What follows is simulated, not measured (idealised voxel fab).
The following is a process module called voxel spacer lines.
The figure presents cross-section cut, which has a width of 270 nm and is divided into square cells with an edge length of 5 nm.
When this document writes out a cross-section, it uses a grid of square cells and lists it as bands, beginning at the top and moving down, with a band standing for one or more rows of cells.
What a band's entry tells you: where the top is and where the bottom is, as heights in nm, and after that what lies inside, material by material from left to right, each with its width in nm. Empty space is written as the word "air", and a single material marked with the word "throughout" occupies the band from edge to edge.
Below 0: as-received wafer, all one material; heights counted from there. Lowest band: no bottom, goes on down, written "0 and below".
Graded width ("30 to 40"): value in top row of band = first number; value in bottom row = second number; row-to-row change constant.
Basically "remains unaltered" means that step didn't change any cell in the cross-section.
Entry "Voids lacking openings" = empty spaces >= 8 cells with no open way to the top; each as width x height at distance, distance from left edge, all nm.
On a step's line, text after the settings is the simulator commenting on that step.
"overlay nm" answers the question of how far to the right of plan the mask lay on a step that has a mask, and when it is negative the answer is to the left.
-- Here's what the planned process steps look like
1) RECEIVE, material Si
2) CONFORMAL_DEP, material SiO2, thk nm 10
3) DIRECTIONAL_DEP, material W, thk nm 15
4) DIRECTIONAL_DEP, material polySi, thk nm 30
5) PATTERN, tone cover, mask id MANDREL, material resist, width nm 25, pitch nm 80, thk nm 40, overlay nm 0
6) DIRECTIONAL_ETCH, etch materials polySi, depth nm 30
7) STRIP, etch materials resist
8) CONFORMAL_DEP, material SiN, thk nm 15
9) DIRECTIONAL_ETCH, etch materials SiN, depth nm 15
10) STRIP, etch materials polySi
11) DIRECTIONAL_ETCH, etch materials W, depth nm 15
12) STRIP, etch materials SiN
13) FILL_DEP, material SiO2, thk nm 10
14) CMP, height nm 25
-- as received, after step 1
> 0 and below  Si throughout
> Voids lacking openings: none
-- Post-module cross-section of the first of two wafers (run per plan)
> 25 down to 10  SiO2 65 nm | W 15 nm | SiO2 25 nm | W 15 nm | SiO2 25 nm | W 15 nm | SiO2 25 nm | W 15 nm | SiO2 70 nm
> 10 down to 0  SiO2 throughout
> 0 and below  Si throughout
> Voids lacking openings: none
-- Cross-sectional image of the second wafer of the two following completion of the module. Starting state and process plan were the same as for the first wafer; one execution error occurred
> 25 down to 10  polySi throughout
> 10 down to 0  SiO2 throughout
> 0 and below  Si throughout
> Voids lacking openings: none
Want to know what went wrong? deviation from plan: step 4 and step 3 executed in one another's positions
It is noted that, at the conclusion of processing, the second wafer exhibits a higher or lower cell count for certain materials relative to the first: -126 SiO2; -36 W; +162 polySi
